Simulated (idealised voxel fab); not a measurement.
process module | voxel self aligned contacts
cross-section cut | 225 nm wide | cells 5 nm
A cross-section is a grid of square cells, given in bands from the top down. A band is one or more rows of cells.
Each band's line starts with the height of the band's top and of its bottom, in nm. Then come its materials from left to right, each with its width in nm. One material with "throughout" fills the band from edge to edge. "air" is empty space.
Height 0 is the level under which the wafer as received is all one material. The lowest band goes on downwards, as in "0 down".
A width such as "30 to 40" changes by the same amount from each row of cells to the next, from the band's top row to its bottom row.
"no change" after a step means that no cell of the cross-section changed.
closed voids: empty space of 8 cells or more with no open way to the top, each as width x height at its distance from the left edge, in nm
after a step's settings: what the simulator itself notes on the step
overlay nm, on a step with a mask: how far to the right of its planned place the mask lay; to the left if negative
plan
1 op RECEIVE | material Si
2 op OXIDIZE | depth nm 5
3 op DIRECTIONAL_DEP | material polySi | thk nm 20
4 op DIRECTIONAL_DEP | material SiN | thk nm 20
5 op DIRECTIONAL_DEP | material aC | thk nm 10
6 op PATTERN | tone cover | mask id GATE | material resist | width nm 25 | pitch nm 50 | thk nm 30 | overlay nm 0
7 op DIRECTIONAL_ETCH | etch materials aC | depth nm 10
8 op STRIP | etch materials resist
9 op DIRECTIONAL_ETCH | etch materials SiN | depth nm 20
10 op DIRECTIONAL_ETCH | etch materials polySi | depth nm 20
11 op STRIP | etch materials aC
12 op CONFORMAL_DEP | material SiN | thk nm 5
13 op DIRECTIONAL_ETCH | etch materials SiN | depth nm 5
14 op FILL_DEP | material SiO2 | thk nm 15
15 op CMP | height nm 50
16 op PATTERN | tone open | mask id CONTACT | material resist | width nm 35 | pitch nm 50 | thk nm 20 | overlay nm 0
17 op DIRECTIONAL_ETCH | etch materials SiO2 | depth nm 55
18 op STRIP | etch materials resist
19 op CONFORMAL_DEP | material TiN | thk nm 5
20 op FILL_DEP | material Ru | thk nm 5
21 op CMP | height nm 50
22 op CONFORMAL_DEP | material SiCN | thk nm 5
as received, after step 1
  0 down: Si throughout
  closed voids: none
first wafer at the end, as planned
  55 to 50: SiCN throughout
  50 to 40: SiO2 70 | TiN 5 to 15 | Ru 25 to 5 | TiN 5 to 15 | SiO2 15 | TiN 5 to 15 | Ru 25 to 5 | TiN 5 to 15 | SiO2 70
  40 to 20: SiO2 45 | SiN 35 | TiN 5 | Ru 5 | TiN 5 | SiN 35 | TiN 5 | Ru 5 | TiN 5 | SiN 35 | SiO2 45
  20 to 0: SiO2 45 | SiN 5 | polySi 25 | SiN 5 | TiN 5 | Ru 5 | TiN 5 | SiN 5 | polySi 25 | SiN 5 | TiN 5 | Ru 5 | TiN 5 | SiN 5 | polySi 25 | SiN 5 | SiO2 45
  0 to -5: SiO2 80 | TiN 15 | SiO2 35 | TiN 15 | SiO2 80
  -5 down: Si throughout
  closed voids: none
second wafer at the end: like start, like plan, one mistake
  55 to 50: SiCN throughout
  50 to 45: SiO2 70 | TiN 5 | Ru 25 | TiN 5 | SiO2 15 | TiN 5 | Ru 25 | TiN 5 | SiO2 70
  45 to 40: SiO2 70 | TiN 35 | SiO2 15 | TiN 35 | SiO2 70
  40 to 20: SiO2 45 | SiN 40 | TiN 10 | SiN 40 | TiN 10 | SiN 40 | SiO2 40
  20 to 0: SiO2 45 | SiN 5 | polySi 30 | SiN 5 | TiN 10 | SiN 5 | polySi 30 | SiN 5 | TiN 10 | SiN 5 | polySi 30 | SiN 5 | SiO2 40
  0 to -5: SiO2 85 | TiN 10 | SiO2 40 | TiN 10 | SiO2 80
  -5 down: Si throughout
  closed voids: none
what went wrong: step 6 ran as: op PATTERN | tone cover | mask id GATE | material resist | width nm 30 | pitch nm 50 | thk nm 30 | overlay nm 0
at the end the second wafer has, in cells: 18 fewer of Ru | 12 more of SiN | 6 fewer of SiO2 | 12 more of polySi
